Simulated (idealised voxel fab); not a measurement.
process module | voxel self aligned contacts
cross-section cut | 160 nm wide | cells 5 nm
A cross-section is a grid of square cells, given in bands from the top down. A band is one or more rows of cells.
Each band's line starts with the height of the band's top and of its bottom, in nm. Then come its materials from left to right, each with its width in nm. One material with "throughout" fills the band from edge to edge. "air" is empty space.
Height 0 is the level under which the wafer as received is all one material. The lowest band goes on downwards, as in "0 down".
A width such as "30 to 40" changes by the same amount from each row of cells to the next, from the band's top row to its bottom row.
"no change" after a step means that no cell of the cross-section changed.
closed voids: empty space of 8 cells or more with no open way to the top, each as width x height at its distance from the left edge, in nm
after a step's settings: what the simulator itself notes on the step
overlay nm, on a step with a mask: how far to the right of its planned place the mask lay; to the left if negative
plan
1 op RECEIVE | material Si
2 op CONFORMAL_DEP | material SiO2 | thk nm 5
3 op DIRECTIONAL_DEP | material polySi | thk nm 20
4 op DIRECTIONAL_DEP | material SiN | thk nm 25
5 op MASKED_ETCH | tone cover | mask id GATE | width nm 25 | pitch nm 60 | etch materials SiN | depth nm 25 | overlay nm 0
6 op MASKED_ETCH | tone cover | mask id GATE | width nm 25 | pitch nm 60 | etch materials polySi | depth nm 20 | overlay nm 0
7 op CONFORMAL_DEP | material SiN | thk nm 10
8 op DIRECTIONAL_ETCH | etch materials SiN | depth nm 10
9 op FILL_DEP | material SiO2 | thk nm 20
10 op CMP | height nm 60
11 op MASKED_ETCH | tone open | mask id CONTACT | width nm 35 | etch materials SiO2 | depth nm 60 | overlay nm 0
12 op CONFORMAL_DEP | material TiN | thk nm 5
13 op FILL_DEP | material Ru | thk nm 10
14 op CMP | height nm 60
15 op CONFORMAL_DEP | material SiCN | thk nm 5
varied across the wafers: width nm of step 11. The plan shows the first wafer's value. All wafers start alike
first wafer as received, after step 1
  0 down: Si throughout
  closed voids: none
first wafer at the end, after step 15
  65 to 60: SiCN throughout
  60 to 50: SiO2 60 | TiN 5 to 15 | Ru 25 to 5 | TiN 5 to 15 | SiO2 65
  50 to 25: SiO2 25 | SiN 45 | TiN 5 | Ru 5 | TiN 5 | SiN 45 | SiO2 30
  25 to 5: SiO2 25 | SiN 10 | polySi 25 | SiN 10 | TiN 5 | Ru 5 | TiN 5 | SiN 10 | polySi 25 | SiN 10 | SiO2 30
  5 to 0: SiO2 70 | TiN 15 | SiO2 75
  0 down: Si throughout
  closed voids: none
last wafer at the end
  65 to 60: SiCN throughout
  60 to 50: SiO2 50 | TiN 5 to 25 | Ru 50 to 5 | TiN 5 to 30 | SiO2 50
  50 to 25: SiO2 25 | SiN 45 | TiN 5 | Ru 5 | TiN 5 | SiN 45 | SiO2 30
  25 to 5: SiO2 25 | SiN 10 | polySi 25 | SiN 10 | TiN 5 | Ru 5 | TiN 5 | SiN 10 | polySi 25 | SiN 10 | SiO2 30
  5 to 0: SiO2 70 | TiN 15 | SiO2 75
  0 down: Si throughout
  closed voids: none
each wafer at the end: cells of each material gained (+) or lost (-) since it was received, then its closed voids
width nm 35 | +15 Ru | +32 SiCN | +122 SiN | +178 SiO2 | +29 TiN | +40 polySi | closed voids: none
width nm 40 | +16 Ru | +32 SiCN | +122 SiN | +176 SiO2 | +30 TiN | +40 polySi | closed voids: none
width nm 45 | +17 Ru | +32 SiCN | +122 SiN | +174 SiO2 | +31 TiN | +40 polySi | closed voids: none
width nm 50 | +18 Ru | +32 SiCN | +122 SiN | +172 SiO2 | +32 TiN | +40 polySi | closed voids: none
width nm 55 | +19 Ru | +32 SiCN | +122 SiN | +170 SiO2 | +33 TiN | +40 polySi | closed voids: none
width nm 60 | +20 Ru | +32 SiCN | +122 SiN | +168 SiO2 | +34 TiN | +40 polySi | closed voids: none
